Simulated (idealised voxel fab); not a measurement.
process module | voxel wiring stack
cross-section cut | 205 nm wide | cells 5 nm
A cross-section is a grid of square cells, given in bands from the top down. A band is one or more rows of cells.
Each band's line starts with the height of the band's top and of its bottom, in nm. Then come its materials from left to right, each with its width in nm. One material with "throughout" fills the band from edge to edge. "air" is empty space.
Height 0 is the level under which the wafer as received is all one material. The lowest band goes on downwards, as in "0 down".
A width such as "30 to 40" changes by the same amount from each row of cells to the next, from the band's top row to its bottom row.
"no change" after a step means that no cell of the cross-section changed.
closed voids: empty space of 8 cells or more with no open way to the top, each as width x height at its distance from the left edge, in nm
after a step's settings: what the simulator itself notes on the step
overlay nm, on a step with a mask: how far to the right of its planned place the mask lay; to the left if negative
plan
1 op RECEIVE | material Si
2 op CONFORMAL_DEP | material SiO2 | thk nm 15
3 op DIRECTIONAL_DEP | material TiN | thk nm 5
4 op DIRECTIONAL_DEP | material W | thk nm 20
5 op PATTERN | tone cover | mask id METAL_1 | material resist | width nm 30 | pitch nm 45 | thk nm 15 | overlay nm 0
6 op DIRECTIONAL_ETCH | etch materials W | depth nm 20
7 op DIRECTIONAL_ETCH | etch materials TiN | depth nm 5
8 op STRIP | etch materials resist
9 op FILL_DEP | material lowk | thk nm 10
10 op CMP | height nm 40
11 op CONFORMAL_DEP | material SiCN | thk nm 5
12 op DIRECTIONAL_DEP | material lowk | thk nm 15
13 op DIRECTIONAL_DEP | material aC | thk nm 15
14 op PATTERN | tone open | mask id PLUG_1 | material resist | width nm 15 | pitch nm 45 | thk nm 30 | overlay nm 0
15 op DIRECTIONAL_ETCH | etch materials aC | depth nm 15
16 op STRIP | etch materials resist
17 op DIRECTIONAL_ETCH | etch materials lowk | depth nm 15
18 op DIRECTIONAL_ETCH | etch materials SiCN | depth nm 5
19 op STRIP | etch materials aC
20 op EPI | material Ru | thk nm 10
21 op EPI | material Ru | thk nm 10
22 op DIRECTIONAL_DEP | material TiN | thk nm 5
23 op DIRECTIONAL_DEP | material Ru | thk nm 25
24 op PATTERN | tone cover | mask id METAL_2 | material resist | width nm 30 | pitch nm 45 | thk nm 15 | overlay nm 0
25 op DIRECTIONAL_ETCH | etch materials Ru | depth nm 25
26 op DIRECTIONAL_ETCH | etch materials TiN | depth nm 5
27 op STRIP | etch materials resist
28 op FILL_DEP | material SiO2 | thk nm 10
29 op CMP | height nm 90
30 op CONFORMAL_DEP | material SiCN | thk nm 5
31 op DIRECTIONAL_DEP | material SiO2 | thk nm 15
32 op DIRECTIONAL_DEP | material aC | thk nm 15
33 op PATTERN | tone open | mask id PLUG_2 | material resist | width nm 15 | pitch nm 90 | thk nm 35 | overlay nm 0
34 op DIRECTIONAL_ETCH | etch materials aC | depth nm 15
35 op STRIP | etch materials resist
36 op DIRECTIONAL_ETCH | etch materials SiO2 | depth nm 15
37 op DIRECTIONAL_ETCH | etch materials SiCN | depth nm 5
38 op STRIP | etch materials aC
39 op CONFORMAL_DEP | material TiN | thk nm 5
40 op FILL_DEP | material Ru | thk nm 5
41 op CMP | height nm 110
42 op DIRECTIONAL_DEP | material TiN | thk nm 5
43 op DIRECTIONAL_DEP | material Ru | thk nm 15
44 op MASKED_ETCH | tone cover | mask id METAL_3 | width nm 30 | pitch nm 45 | etch materials Ru | depth nm 15 | overlay nm 0
45 op MASKED_ETCH | tone cover | mask id METAL_3 | width nm 30 | pitch nm 45 | etch materials TiN | depth nm 5 | overlay nm 0
46 op CONFORMAL_DEP | material SiCN | thk nm 5
47 op FILL_DEP | material SiO2 | thk nm 5
48 op CMP | height nm 130
49 op CONFORMAL_DEP | material SiN | thk nm 5
as received, after step 1
  0 down: Si throughout
  closed voids: none
a wafer at the end: this start, this plan, one mistake
  135 to 130: SiN throughout
  130 to 120: Ru 20 | SiCN 5 | SiO2 20 | SiCN 5 | Ru 15 | SiCN 5 | SiO2 20 | SiCN 5 | Ru 15 | SiCN 5 | SiO2 20 | SiCN 5 | Ru 15 | SiCN 5 | SiO2 20 | SiCN 5 | Ru 20
  120 to 115: Ru 20 | SiCN 30 | Ru 15 | SiCN 30 | Ru 15 | SiCN 30 | Ru 15 | SiCN 30 | Ru 20
  115 to 110: TiN throughout
  110 to 95: SiO2 20 | TiN 5 | Ru 5 | TiN 5 | SiO2 75 | TiN 5 | Ru 5 | TiN 5 | SiO2 80
  95 to 90: SiCN 20 | TiN 15 | SiCN 75 | TiN 15 | SiCN 80
  90 to 65: SiO2 20 | Ru 30 | SiO2 15 | Ru 30 | SiO2 15 | Ru 30 | SiO2 15 | Ru 30 | SiO2 20
  65 to 60: SiO2 20 | TiN 30 | SiO2 15 | TiN 30 | SiO2 15 | TiN 30 | SiO2 15 | TiN 30 | SiO2 20
  60 to 45: lowk 20 | Ru 15 | lowk 30 | Ru 15 | lowk 30 | Ru 15 | lowk 30 | Ru 15 | lowk 35
  45 to 40: SiCN 20 | Ru 15 | SiCN 30 | Ru 15 | SiCN 30 | Ru 15 | SiCN 30 | Ru 15 | SiCN 35
  40 to 20: lowk 20 | W 30 | lowk 15 | W 30 | lowk 15 | W 30 | lowk 15 | W 30 | lowk 20
  20 to 15: lowk 20 | TiN 30 | lowk 15 | TiN 30 | lowk 15 | TiN 30 | lowk 15 | TiN 30 | lowk 20
  15 to 0: SiO2 throughout
  0 down: Si throughout
  closed voids: none
what went wrong: step 44 ran as: op MASKED_ETCH | tone open | mask id METAL_3 | width nm 30 | pitch nm 45 | etch materials Ru | depth nm 15 | overlay nm 0
